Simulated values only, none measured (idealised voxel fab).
process module | voxel air gaps
cross-section cut | 285 nm wide | cells 5 nm
A cross-section is a grid of square cells, given in bands from the top down. A band is one or more rows of cells.
Each band's line starts with the height of the band's top and of its bottom, in nm. Then come its materials from left to right, each with its width in nm. One material with "throughout" fills the band from edge to edge. "air" is empty space.
Height 0 is the level under which the wafer as received is all one material. The lowest band goes on downwards, as in "0 down".
A width such as "30 to 40" changes by the same amount from each row of cells to the next, from the band's top row to its bottom row.
"no change" after a step means that no cell of the cross-section changed.
closed voids: empty space of 8 cells or more with no open way to the top, each as width x height at its distance from the left edge, in nm
after a step's settings: what the simulator itself notes on the step
overlay nm, on a step with a mask: how far to the right of its planned place the mask lay; to the left if negative
plan
1 op RECEIVE | material Si
2 op CONFORMAL_DEP | material SiO2 | thk nm 10
3 op CONFORMAL_DEP | material SiN | thk nm 5
4 op DIRECTIONAL_DEP | material lowk | thk nm 40
5 op DIRECTIONAL_DEP | material aC | thk nm 10
6 op PATTERN | tone open | mask id LINES | material resist | width nm 15 | pitch nm 40 | thk nm 25 | overlay nm 0
7 op DIRECTIONAL_ETCH | etch materials aC | depth nm 10
8 op STRIP | etch materials resist
9 op DIRECTIONAL_ETCH | etch materials lowk | depth nm 40
10 op STRIP | etch materials aC
11 op CONFORMAL_DEP | material TiN | thk nm 5
12 op FILL_DEP | material Ru | thk nm 10
13 op CMP | height nm 55
14 op EPI | material Ru | thk nm 10
15 op SELECTIVE_ETCH | etch materials lowk | depth nm 50
16 op CONFORMAL_DEP | material SiN | thk nm 5
as received, after step 1
  0 down: Si throughout
  closed voids: none
a wafer at the end: this start, this plan, one mistake
  70 to 65: air 60 | SiN 165 | air 60
  65 to 55: air 60 | SiN 5 | Ru 35 | SiN 5 | Ru 35 | SiN 5 | Ru 35 | SiN 5 | Ru 35 | SiN 5 | air 60
  55 to 50: air 60 | SiN 15 | TiN 5 | SiN 5 | TiN 5 | SiN 25 | TiN 5 | SiN 5 | TiN 5 | SiN 25 | TiN 5 | SiN 5 | TiN 5 | SiN 25 | TiN 5 | SiN 5 | TiN 5 | SiN 15 | air 60
  50 to 20: air 70 | SiN 5 | TiN 5 | SiN 5 | TiN 5 | SiN 5 | air 15 | SiN 5 | TiN 5 | SiN 5 | TiN 5 | SiN 5 | air 15 | SiN 5 | TiN 5 | SiN 5 | TiN 5 | SiN 5 | air 15 | SiN 5 | TiN 5 | SiN 5 | TiN 5 | SiN 5 | air 70
  20 to 15: SiN 75 | TiN 15 | SiN 25 | TiN 15 | SiN 25 | TiN 15 | SiN 25 | TiN 15 | SiN 75
  15 to 10: SiN throughout
  10 to 0: SiO2 throughout
  0 down: Si throughout
  closed voids: 15 x 30 at 95; 15 x 30 at 135; 15 x 30 at 175
what went wrong: step 12 ran as: op FILL_DEP | material SiN | thk nm 10
